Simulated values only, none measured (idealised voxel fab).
voxel fin reveal: a process module
Cross-section cut: width 245 nm, square cells of 5 nm.
If you're reading a cross-section in this doc, picture square cells in a grid; it comes to you as bands, top ones listed first down to the bottom, and a band can be one or more rows of cells. It is stipulated that each band's entry specify, in nanometres, the height of the top of the band and then that of its bottom, followed by the materials of the band in left-to-right sequence, each together with its width in nanometres. A single material marked by the word "everywhere" is understood to fill the band from edge to edge; the word "empty" is understood to denote empty space. Counting heights begins at 0, where everything beneath is, in the wafer as received, one material. The lowest band has no bottom; it goes on downwards, as "0 and below" shows. Width: "30 to 40" (first number = top row, second number = bottom row, same change from row to row of cells). Any step labelled "no modification" changed none of the cells in the cross-section. The label "Closed void list" introduces a list of the empty spaces, 8 cells or larger, that have no open way up to the top; each entry in it reads width x height at distance, where the distance is taken from the left edge and all three are stated in nm. Anything after a step's settings on that line? It's the simulator's own note about the step. When a step includes a mask, the "overlay nm" setting on its line states how far to the right of its planned place that mask lay, and negative values state how far to the left.
Here's what the planned process steps look like:
1 RECEIVE, material Si
2 CONFORMAL_DEP, material SiN, thk nm 10
3 PATTERN, tone cover, mask id FINS, material resist, width nm 15, pitch nm 45, thk nm 15, overlay nm 0
4 DIRECTIONAL_ETCH, etch materials SiN, depth nm 10
5 DIRECTIONAL_ETCH, etch materials Si, depth nm 35
6 STRIP, etch materials resist
7 OXIDIZE, depth nm 5
8 FILL_DEP, material SiO2, thk nm 5
9 CMP, height nm 10
10 SELECTIVE_ETCH, etch materials SiO2, depth nm 25
11 STRIP, etch materials SiN
12 CONFORMAL_DEP, material SiO2, thk nm 5
Step 1 complete: cross-section of the wafer as received:
	0 and below: Si everywhere
	Closed void list: none
First wafer of two, sectioned at end of module; run went per plan:
	5 down to 0: empty (45) / SiO2 (15) / empty (30) / SiO2 (15) / empty (30) / SiO2 (15) / empty (30) / SiO2 (15) / empty (50)
	0 down to -10: empty (45) / SiO2 (5) / Si (5) / SiO2 (5) / empty (30) / SiO2 (5) / Si (5) / SiO2 (5) / empty (30) / SiO2 (5) / Si (5) / SiO2 (5) / empty (30) / SiO2 (5) / Si (5) / SiO2 (5) / empty (50)
	-10 down to -40: SiO2 (50) / Si (5) / SiO2 (40) / Si (5) / SiO2 (40) / Si (5) / SiO2 (40) / Si (5) / SiO2 (55)
	-40 and below: Si everywhere
	Closed void list: none
What the second wafer looks like in cross-section once the module is done. Its start and its plan matched the first wafer's exactly; what differed was one mistake in how it was run:
	5 down to 0: empty (45) / SiO2 (15) / empty (30) / SiO2 (15) / empty (30) / SiO2 (15) / empty (30) / SiO2 (15) / empty (50)
	0 down to -10: empty (45) / SiO2 (5) / Si (5) / SiO2 (5) / empty (30) / SiO2 (5) / Si (5) / SiO2 (5) / empty (30) / SiO2 (5) / Si (5) / SiO2 (5) / empty (30) / SiO2 (5) / Si (5) / SiO2 (5) / empty (50)
	-10 down to -75: SiO2 (50) / Si (5) / SiO2 (40) / Si (5) / SiO2 (40) / Si (5) / SiO2 (40) / Si (5) / SiO2 (55)
	-75 and below: Si everywhere
	Closed void list: none
Heads up, the wafer didn't run the way we planned it: the plan had its step 5 run twice
Final wafer comparison in cells, second versus first, more or fewer per material: 315 fewer of Si; 315 more of SiO2
